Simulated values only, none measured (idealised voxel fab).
This is a process module. Its name is voxel self aligned contacts.
Displayed cross-section: cut, width of 155 nm, square cells sized 5 nm.
The cross-sections in this document take the form of a grid made of square cells. They are written out as bands, in order from top to bottom. Each band consists of one or more rows of cells. What a band's entry tells you: where the top is and where the bottom is, as heights in nm, and after that what lies inside, material by material from left to right, each with its width in nm. Empty space is written as the word "air", and a single material marked with the word "edge to edge" occupies the band from edge to edge. All heights in this document are referenced to 0, defined as the level beneath which the wafer, as received, consists entirely of one material. The lowest band is not bounded below; it extends indefinitely downward and is written in the form "top 0, no bottom". Graded width ("30->40"): value in top row of band = first number; value in bottom row = second number; row-to-row change constant. When a step is marked "no modification", none of the cells in the cross-section changed during that step. Listed in "Enclosed void catalog": every empty space of 8 or more cells without an open way to the top. Form: width x height at distance, the distance being from the left edge, all in nm. Whatever follows a step's settings on its line is a remark the simulator itself makes about that step. Steps that use a mask can have "overlay nm" on their line. It says how far the mask sat to the right of where it was meant to be. Negative means to the left.
Steps planned for the process:
1: RECEIVE: material Si
2: OXIDIZE: depth nm 5
3: DIRECTIONAL_DEP: material polySi, thk nm 20
4: DIRECTIONAL_DEP: material SiN, thk nm 25
5: MASKED_ETCH: tone cover, mask id GATE, width nm 35, pitch nm 75, etch materials SiN, depth nm 25, overlay nm 0
6: MASKED_ETCH: tone cover, mask id GATE, width nm 35, pitch nm 75, etch materials polySi, depth nm 20, overlay nm 0
7: CONFORMAL_DEP: material SiN, thk nm 10
8: DIRECTIONAL_ETCH: etch materials SiN, depth nm 10
9: FILL_DEP: material SiO2, thk nm 15
10: CMP: height nm 50
11: DIRECTIONAL_DEP: material aC, thk nm 10
12: PATTERN: tone open, mask id CONTACT, material resist, width nm 60, thk nm 25, overlay nm 0
13: DIRECTIONAL_ETCH: etch materials aC, depth nm 10
14: STRIP: etch materials resist
15: DIRECTIONAL_ETCH: etch materials SiO2, depth nm 55
16: STRIP: etch materials aC
17: CONFORMAL_DEP: material TiN, thk nm 5
18: FILL_DEP: material W, thk nm 5
19: CMP: height nm 50
20: CONFORMAL_DEP: material SiCN, thk nm 5
Here's what the wafer looked like in cross-section when it arrived - that's after step 1:
  top 0, no bottom  Si edge to edge
  Enclosed void catalog: none
Wafer at module end, in section. Began as above, planned as above, run with one mistake:
  top 55, bottom 50  SiCN edge to edge
  top 50, bottom 45  W 5 nm, TiN 40 nm, SiO2 60 nm, TiN 40 nm, W 10 nm
  top 45, bottom 20  W 5 nm, TiN 5 nm, SiN 55 nm, SiO2 20 nm, SiN 55 nm, TiN 5 nm, W 10 nm
  top 20, bottom 0  W 5 nm, TiN 5 nm, SiN 10 nm, polySi 35 nm, SiN 10 nm, SiO2 20 nm, SiN 10 nm, polySi 35 nm, SiN 10 nm, TiN 5 nm, W 10 nm
  top 0, bottom -5  TiN 10 nm, SiO2 130 nm, TiN 15 nm
  top -5, no bottom  Si edge to edge
  Enclosed void catalog: none
So what did we get wrong on this run? step 12 ran with different settings than intended, the actual operation and settings being PATTERN: tone cover, mask id CONTACT, material resist, width nm 60, thk nm 25, overlay nm 0
